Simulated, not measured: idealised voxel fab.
You're looking at the process module voxel transistor to metal.
Shown is cross-section cut, with a width of 290 nm and square cells of size 5 nm.
A cross-section is written here as square cells arranged in a grid, and it is given in bands from the top down, each band taking up one or more rows of cells. Heights first: top, then bottom, in nm. Then materials, left to right, each with a width in nm. "edge to edge" on a single material: fills the band edge to edge. "air": empty space. Heights are measured from 0, the level below which the as-received wafer is all one material; the lowest band has no bottom and continues downward, written as in "z 0 and below". When a width is written as two numbers, as in "30 to 40", the first number is the width in the top row of cells of the band and the second is the width in its bottom row, and the width changes by the same amount from each row to the next. Step marked "changes: none"? Then no cell in the cross-section changed in it. "Enclosed empty spaces" lists enclosed empty spaces (at least 8 cells, no open path upward to the top), each as width x height at distance from the left edge, in nm. Step line, after settings: the simulator's comment on this step. overlay nm: step with mask; distance mask lay right of planned place; negative value = left of planned place.
-- Process steps (planned)
1) RECEIVE | material Si
2) CONFORMAL_DEP | material SiO2 | thk nm 5
3) CONFORMAL_DEP | material SiN | thk nm 10
4) PATTERN | tone cover | mask id ACTIVE | material resist | width nm 105 | pitch nm 130 | thk nm 15 | overlay nm 0
5) DIRECTIONAL_ETCH | etch materials SiN | depth nm 10
6) DIRECTIONAL_ETCH | etch materials SiO2 | depth nm 5
7) DIRECTIONAL_ETCH | etch materials Si | depth nm 20
8) STRIP | etch materials resist
9) FILL_DEP | material SiO2 | thk nm 10
10) CMP | height nm 15
11) SELECTIVE_ETCH | etch materials SiO2 | depth nm 10
12) STRIP | etch materials SiN
13) SELECTIVE_ETCH | etch materials SiO2 | depth nm 5
14) OXIDIZE | depth nm 5
15) DIRECTIONAL_DEP | material polySi | thk nm 20
16) DIRECTIONAL_DEP | material SiCN | thk nm 15
17) DIRECTIONAL_DEP | material aC | thk nm 10
18) PATTERN | tone cover | mask id GATE | material resist | width nm 25 | pitch nm 130 | thk nm 30 | overlay nm 0
19) DIRECTIONAL_ETCH | etch materials aC | depth nm 10
20) STRIP | etch materials resist
21) DIRECTIONAL_ETCH | etch materials SiCN | depth nm 25
22) DIRECTIONAL_ETCH | etch materials polySi | depth nm 30
23) STRIP | etch materials aC
24) CONFORMAL_DEP | material SiO2 | thk nm 5
25) DIRECTIONAL_ETCH | etch materials SiO2 | depth nm 5
26) CONFORMAL_DEP | material SiN | thk nm 5
27) DIRECTIONAL_ETCH | etch materials SiN | depth nm 5
28) DIRECTIONAL_ETCH | etch materials SiO2 | depth nm 5
29) EPI | material SiGe | thk nm 5
30) FILL_DEP | material SiO2 | thk nm 10
31) CMP | height nm 20
32) STRIP | etch materials polySi
33) SELECTIVE_ETCH | etch materials SiO2 | depth nm 5
34) CONFORMAL_DEP | material HfO2 | thk nm 5
35) CONFORMAL_DEP | material TiN | thk nm 5
36) FILL_DEP | material W | thk nm 10
37) CMP | height nm 15
38) DIRECTIONAL_DEP | material SiO2 | thk nm 10
39) DIRECTIONAL_DEP | material aC | thk nm 15
40) PATTERN | tone open | mask id CONTACT | material resist | width nm 15 | thk nm 30 | overlay nm 0
41) DIRECTIONAL_ETCH | etch materials aC | depth nm 15
42) STRIP | etch materials resist
43) DIRECTIONAL_ETCH | etch materials SiO2 | depth nm 25
44) STRIP | etch materials aC
45) CONFORMAL_DEP | material TiN | thk nm 5
46) FILL_DEP | material Ru | thk nm 10
47) CMP | height nm 25
48) CONFORMAL_DEP | material SiN | thk nm 5
49) DIRECTIONAL_DEP | material SiO2 | thk nm 20
50) MASKED_ETCH | tone open | mask id METAL_1 | width nm 15 | etch materials SiO2 | depth nm 20 | overlay nm 0
51) MASKED_ETCH | tone open | mask id METAL_1 | width nm 15 | etch materials SiN | depth nm 5 | overlay nm 0
52) CONFORMAL_DEP | material TiN | thk nm 5
53) FILL_DEP | material Cu | thk nm 10
54) CMP | height nm 50
55) CONFORMAL_DEP | material SiCN | thk nm 5
56) DIRECTIONAL_DEP | material lowk | thk nm 25
57) MASKED_ETCH | tone open | mask id METAL_2 | width nm 15 | pitch nm 130 | etch materials lowk | depth nm 15 | overlay nm 0
58) MASKED_ETCH | tone open | mask id METAL_2_HOLES | width nm 15 | pitch nm 130 | etch materials lowk | depth nm 10 | overlay nm 0
59) MASKED_ETCH | tone open | mask id METAL_2_HOLES | width nm 15 | pitch nm 130 | etch materials SiCN | depth nm 5 | overlay nm 0
60) CONFORMAL_DEP | material TiN | thk nm 5
61) FILL_DEP | material Cu | thk nm 10
62) CMP | height nm 80
63) CONFORMAL_DEP | material SiCN | thk nm 5
-- As-received state of the wafer in cross-section, equivalent to post-step 1
  z 0 and below = Si edge to edge
  Enclosed empty spaces: none
-- Cross-section taken at module completion on the first of two wafers; processed per the plan
  z 85 to 80 = SiCN edge to edge
  z 80 to 55 = 35 nm lowk; 5 nm TiN; 5 nm Cu; 5 nm TiN; 115 nm lowk; 5 nm TiN; 5 nm Cu; 5 nm TiN; 110 nm lowk
  z 55 to 50 = 35 nm SiCN; 15 nm TiN; 115 nm SiCN; 15 nm TiN; 110 nm SiCN
  z 50 to 30 = 35 nm SiO2; 5 nm TiN; 5 nm Cu; 5 nm TiN; 55 nm SiO2; 5 nm TiN; 5 nm Cu; 5 nm TiN; 45 nm SiO2; 5 nm TiN; 5 nm Cu; 5 nm TiN; 55 nm SiO2; 5 nm TiN; 5 nm Cu; 5 nm TiN; 40 nm SiO2
  z 30 to 25 = 35 nm SiN; 15 nm TiN; 55 nm SiN; 15 nm TiN; 45 nm SiN; 15 nm TiN; 55 nm SiN; 15 nm TiN; 40 nm SiN
  z 25 to 15 = 35 nm SiO2; 5 nm TiN; 5 nm Ru; 5 nm TiN; 55 nm SiO2; 5 nm TiN; 5 nm Ru; 5 nm TiN; 45 nm SiO2; 5 nm TiN; 5 nm Ru; 5 nm TiN; 55 nm SiO2; 5 nm TiN; 5 nm Ru; 5 nm TiN; 40 nm SiO2
  z 15 to 5 = 35 nm SiO2; 5 nm TiN; 5 nm Ru; 5 nm TiN; 5 nm SiO2; 5 nm SiN; 5 nm HfO2; 5 nm TiN; 15 nm W; 5 nm TiN; 5 nm HfO2; 5 nm SiN; 5 nm SiO2; 5 nm TiN; 5 nm Ru; 5 nm TiN; 45 nm SiO2; 5 nm TiN; 5 nm Ru; 5 nm TiN; 5 nm SiO2; 5 nm SiN; 5 nm HfO2; 5 nm TiN; 15 nm W; 5 nm TiN; 5 nm HfO2; 5 nm SiN; 5 nm SiO2; 5 nm TiN; 5 nm Ru; 5 nm TiN; 40 nm SiO2
  z 5 to 0 = 35 nm SiO2; 15 nm TiN; 5 nm SiO2; 5 nm SiN; 5 nm HfO2; 25 nm TiN; 5 nm HfO2; 5 nm SiN; 5 nm SiO2; 15 nm TiN; 45 nm SiO2; 15 nm TiN; 5 nm SiO2; 5 nm SiN; 5 nm HfO2; 25 nm TiN; 5 nm HfO2; 5 nm SiN; 5 nm SiO2; 15 nm TiN; 40 nm SiO2
  z 0 to -5 = 20 nm SiO2; 35 nm SiGe; 5 nm SiO2; 35 nm HfO2; 5 nm SiO2; 35 nm SiGe; 15 nm SiO2; 35 nm SiGe; 5 nm SiO2; 35 nm HfO2; 5 nm SiO2; 35 nm SiGe; 25 nm SiO2
  z -5 to -20 = 25 nm SiO2; 105 nm Si; 25 nm SiO2; 105 nm Si; 30 nm SiO2
  z -20 and below = Si edge to edge
  Enclosed empty spaces: none
-- second wafer at the end: like start, like plan, one mistake
  z 85 to 80 = SiCN edge to edge
  z 80 to 55 = 35 nm lowk; 5 nm TiN; 5 nm Cu; 5 nm TiN; 115 nm lowk; 5 nm TiN; 5 nm Cu; 5 nm TiN; 110 nm lowk
  z 55 to 50 = 35 nm SiCN; 15 nm TiN; 115 nm SiCN; 15 nm TiN; 110 nm SiCN
  z 50 to 30 = 35 nm SiO2; 5 nm TiN; 5 nm Cu; 5 nm TiN; 55 nm SiO2; 5 nm TiN; 5 nm Cu; 5 nm TiN; 45 nm SiO2; 5 nm TiN; 5 nm Cu; 5 nm TiN; 55 nm SiO2; 5 nm TiN; 5 nm Cu; 5 nm TiN; 40 nm SiO2
  z 30 to 25 = 35 nm SiN; 15 nm TiN; 55 nm SiN; 15 nm TiN; 45 nm SiN; 15 nm TiN; 55 nm SiN; 15 nm TiN; 40 nm SiN
  z 25 to 15 = 35 nm SiO2; 5 nm TiN; 5 nm Ru; 5 nm TiN; 55 nm SiO2; 5 nm TiN; 5 nm Ru; 5 nm TiN; 45 nm SiO2; 5 nm TiN; 5 nm Ru; 5 nm TiN; 55 nm SiO2; 5 nm TiN; 5 nm Ru; 5 nm TiN; 40 nm SiO2
  z 15 to 5 = 35 nm SiO2; 5 nm TiN; 5 nm Ru; 5 nm TiN; 5 nm SiO2; 5 nm SiN; 5 nm HfO2; 5 nm TiN; 15 nm W; 5 nm TiN; 5 nm HfO2; 5 nm SiN; 5 nm SiO2; 5 nm TiN; 5 nm Ru; 5 nm TiN; 45 nm SiO2; 5 nm TiN; 5 nm Ru; 5 nm TiN; 5 nm SiO2; 5 nm SiN; 5 nm HfO2; 5 nm TiN; 15 nm W; 5 nm TiN; 5 nm HfO2; 5 nm SiN; 5 nm SiO2; 5 nm TiN; 5 nm Ru; 5 nm TiN; 40 nm SiO2
  z 5 to 0 = 35 nm SiO2; 15 nm TiN; 5 nm SiO2; 5 nm SiN; 5 nm HfO2; 25 nm TiN; 5 nm HfO2; 5 nm SiN; 5 nm SiO2; 15 nm TiN; 45 nm SiO2; 15 nm TiN; 5 nm SiO2; 5 nm SiN; 5 nm HfO2; 25 nm TiN; 5 nm HfO2; 5 nm SiN; 5 nm SiO2; 15 nm TiN; 40 nm SiO2
  z 0 to -5 = 25 nm SiO2; 30 nm SiGe; 5 nm SiO2; 35 nm HfO2; 5 nm SiO2; 30 nm SiGe; 25 nm SiO2; 30 nm SiGe; 5 nm SiO2; 35 nm HfO2; 5 nm SiO2; 30 nm SiGe; 30 nm SiO2
  z -5 to -10 = 30 nm SiO2; 95 nm Si; 35 nm SiO2; 95 nm Si; 35 nm SiO2
  z -10 to -20 = 25 nm SiO2; 105 nm Si; 25 nm SiO2; 105 nm Si; 30 nm SiO2
  z -20 and below = Si edge to edge
  Enclosed empty spaces: none
Plan not followed: heads up, step 2 of the plan was skipped and never actually ran
Final difference in cells, second wafer against first, listed per material as more or fewer: 4 fewer of Si, 4 fewer of SiGe, 8 more of SiO2
